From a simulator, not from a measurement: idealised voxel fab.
process module | voxel gate over fins
cross-section cut | 240 nm wide | cells 5 nm
A cross-section is a grid of square cells, given in bands from the top down. A band is one or more rows of cells.
Each band's line starts with the height of the band's top and of its bottom, in nm. Then come its materials from left to right, each with its width in nm. One material with "throughout" fills the band from edge to edge. "air" is empty space.
Height 0 is the level under which the wafer as received is all one material. The lowest band goes on downwards, as in "0 down".
A width such as "30 to 40" changes by the same amount from each row of cells to the next, from the band's top row to its bottom row.
"no change" after a step means that no cell of the cross-section changed.
closed voids: empty space of 8 cells or more with no open way to the top, each as width x height at its distance from the left edge, in nm
after a step's settings: what the simulator itself notes on the step
overlay nm, on a step with a mask: how far to the right of its planned place the mask lay; to the left if negative
plan
1 op RECEIVE | material Si
2 op CONFORMAL_DEP | material SiN | thk nm 10
3 op PATTERN | tone cover | mask id FINS | material resist | width nm 15 | pitch nm 35 | thk nm 15 | overlay nm 0
4 op DIRECTIONAL_ETCH | etch materials SiN | depth nm 10
5 op DIRECTIONAL_ETCH | etch materials Si | depth nm 40
6 op STRIP | etch materials resist
7 op FILL_DEP | material SiO2 | thk nm 10
8 op CMP | height nm 10
9 op SELECTIVE_ETCH | etch materials SiO2 | depth nm 20
10 op STRIP | etch materials SiN
11 op CONFORMAL_DEP | material HfO2 | thk nm 5
12 op CONFORMAL_DEP | material TiN | thk nm 5
13 op CONFORMAL_DEP | material TiAl | thk nm 5
14 op CONFORMAL_DEP | material TiN | thk nm 5
15 op FILL_DEP | material W | thk nm 10
16 op CMP | height nm 25
17 op CONFORMAL_DEP | material SiCN | thk nm 10
as received, after step 1
  0 down: Si throughout
  closed voids: none
first wafer at the end, as planned
  35 to 25: SiCN throughout
  25 to 20: W throughout
  20 to 15: W 55 | TiN 125 | W 60
  15 to 10: W 55 | TiN 5 | TiAl 115 | TiN 5 | W 60
  10 to 5: TiN 60 | TiAl 5 | TiN 105 | TiAl 5 | TiN 65
  5 to 0: TiAl 65 | TiN 5 | HfO2 25 | TiN 10 | HfO2 25 | TiN 10 | HfO2 25 | TiN 5 | TiAl 70
  0 to -5: TiN 70 | HfO2 5 | Si 15 | HfO2 5 | TiN 10 | HfO2 5 | Si 15 | HfO2 5 | TiN 10 | HfO2 5 | Si 15 | HfO2 5 | TiN 75
  -5 to -10: HfO2 75 | Si 15 | HfO2 20 | Si 15 | HfO2 20 | Si 15 | HfO2 80
  -10 to -40: SiO2 75 | Si 15 | SiO2 20 | Si 15 | SiO2 20 | Si 15 | SiO2 80
  -40 down: Si throughout
  closed voids: none
second wafer at the end: like start, like plan, one mistake
  35 to 25: SiCN throughout
  25 to 20: W throughout
  20 to 15: W 55 | TiN 125 | W 60
  15 to 10: W 55 | TiN 5 | TiAl 115 | TiN 5 | W 60
  10 to 5: W 55 | TiN 5 | TiAl 5 | TiN 105 | TiAl 5 | TiN 5 | W 60
  5 to 0: W 55 | TiN 5 | TiAl 5 | TiN 5 | HfO2 25 | TiN 10 | HfO2 25 | TiN 10 | HfO2 25 | TiN 5 | TiAl 5 | TiN 5 | W 60
  0 to -10: W 55 | TiN 5 | TiAl 5 | TiN 5 | HfO2 5 | Si 15 | HfO2 5 | TiN 10 | HfO2 5 | Si 15 | HfO2 5 | TiN 10 | HfO2 5 | Si 15 | HfO2 5 | TiN 5 | TiAl 5 | TiN 5 | W 60
  -10 to -15: TiN 60 | TiAl 5 | TiN 5 | HfO2 5 | Si 15 | HfO2 5 | TiN 10 | HfO2 5 | Si 15 | HfO2 5 | TiN 10 | HfO2 5 | Si 15 | HfO2 5 | TiN 5 | TiAl 5 | TiN 65
  -15 to -20: TiAl 65 | TiN 5 | HfO2 5 | Si 15 | HfO2 5 | TiN 10 | HfO2 5 | Si 15 | HfO2 5 | TiN 10 | HfO2 5 | Si 15 | HfO2 5 | TiN 5 | TiAl 70
  -20 to -25: TiN 70 | HfO2 5 | Si 15 | HfO2 5 | TiN 10 | HfO2 5 | Si 15 | HfO2 5 | TiN 10 | HfO2 5 | Si 15 | HfO2 5 | TiN 75
  -25 to -30: HfO2 75 | Si 15 | HfO2 20 | Si 15 | HfO2 20 | Si 15 | HfO2 80
  -30 to -40: SiO2 75 | Si 15 | SiO2 20 | Si 15 | SiO2 20 | Si 15 | SiO2 80
  -40 down: Si throughout
  closed voids: none
what went wrong: step 9 was run twice
at the end the second wafer has, in cells: 24 more of HfO2 | 156 fewer of SiO2 | 8 more of TiAl | 32 more of TiN | 92 more of W
